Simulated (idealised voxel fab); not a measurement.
process module | voxel local oxidation
cross-section cut | 160 nm wide | cells 5 nm
A cross-section is a grid of square cells, given in bands from the top down. A band is one or more rows of cells.
Each band's line starts with the height of the band's top and of its bottom, in nm. Then come its materials from left to right, each with its width in nm. One material with "throughout" fills the band from edge to edge. "air" is empty space.
Height 0 is the level under which the wafer as received is all one material. The lowest band goes on downwards, as in "0 down".
A width such as "30 to 40" changes by the same amount from each row of cells to the next, from the band's top row to its bottom row.
"no change" after a step means that no cell of the cross-section changed.
closed voids: empty space of 8 cells or more with no open way to the top, each as width x height at its distance from the left edge, in nm
after a step's settings: what the simulator itself notes on the step
overlay nm, on a step with a mask: how far to the right of its planned place the mask lay; to the left if negative
plan
1 op RECEIVE | material Si
2 op OXIDIZE | depth nm 5
3 op CONFORMAL_DEP | material SiN | thk nm 10
4 op DIRECTIONAL_DEP | material aC | thk nm 10
5 op PATTERN | tone cover | mask id ACTIVE | material resist | width nm 95 | thk nm 30 | overlay nm 0
6 op DIRECTIONAL_ETCH | etch materials aC | depth nm 10
7 op STRIP | etch materials resist
8 op DIRECTIONAL_ETCH | etch materials SiN | depth nm 10
9 op STRIP | etch materials aC
10 op SELECTIVE_ETCH | etch materials SiO2 | depth nm 5
11 op OXIDIZE | depth nm 15
12 op STRIP | etch materials SiN
first wafer, as planned
as received, after step 1
  0 down: Si throughout
  closed voids: none
after step 2
  0 to -5: SiO2 throughout
  below -5: unchanged
after step 3
  10 to 0: SiN throughout
  below 0: unchanged
after step 4
  20 to 10: aC throughout
  below 10: unchanged
after step 5
  50 to 20: air 30 | resist 95 | air 35
  below 20: unchanged
after step 6
  40 to 20: air 30 | resist 95 | air 35
  20 to 10: air 30 | aC 95 | air 35
  below 10: unchanged
after step 7
  20 to 10: air 30 | aC 95 | air 35
  below 10: unchanged
after step 8
  20 to 10: air 30 | aC 95 | air 35
  10 to 0: air 30 | SiN 95 | air 35
  below 0: unchanged
after step 9
  10 to 0: air 30 | SiN 95 | air 35
  below 0: unchanged
after step 10
  10 to 0: air 30 | SiN 95 | air 35
  0 to -5: air 35 | SiO2 85 | air 40
  below -5: unchanged
after step 11
  10 to 0: air 30 | SiN 95 | air 35
  0 to -5: air 35 | SiO2 85 | air 40
  -5 to -20: SiO2 50 | Si 55 | SiO2 55
  below -20: unchanged
after step 12
  0 to -5: air 35 | SiO2 85 | air 40
  below -5: unchanged
second wafer: like start, like plan, one mistake. Through step 10 it matches the first wafer
when step 11 should have ended
  0 to -5: air 35 | SiO2 85 | air 40
  below -5: unchanged
when step 12 should have ended
  0 to -5: air 35 | SiO2 85 | air 40
  -5 to -20: SiO2 50 | Si 55 | SiO2 55
  below -20: unchanged
what went wrong: steps 11 and 12 were swapped
at the end the two cross-sections are the same: no effect in what this model computes
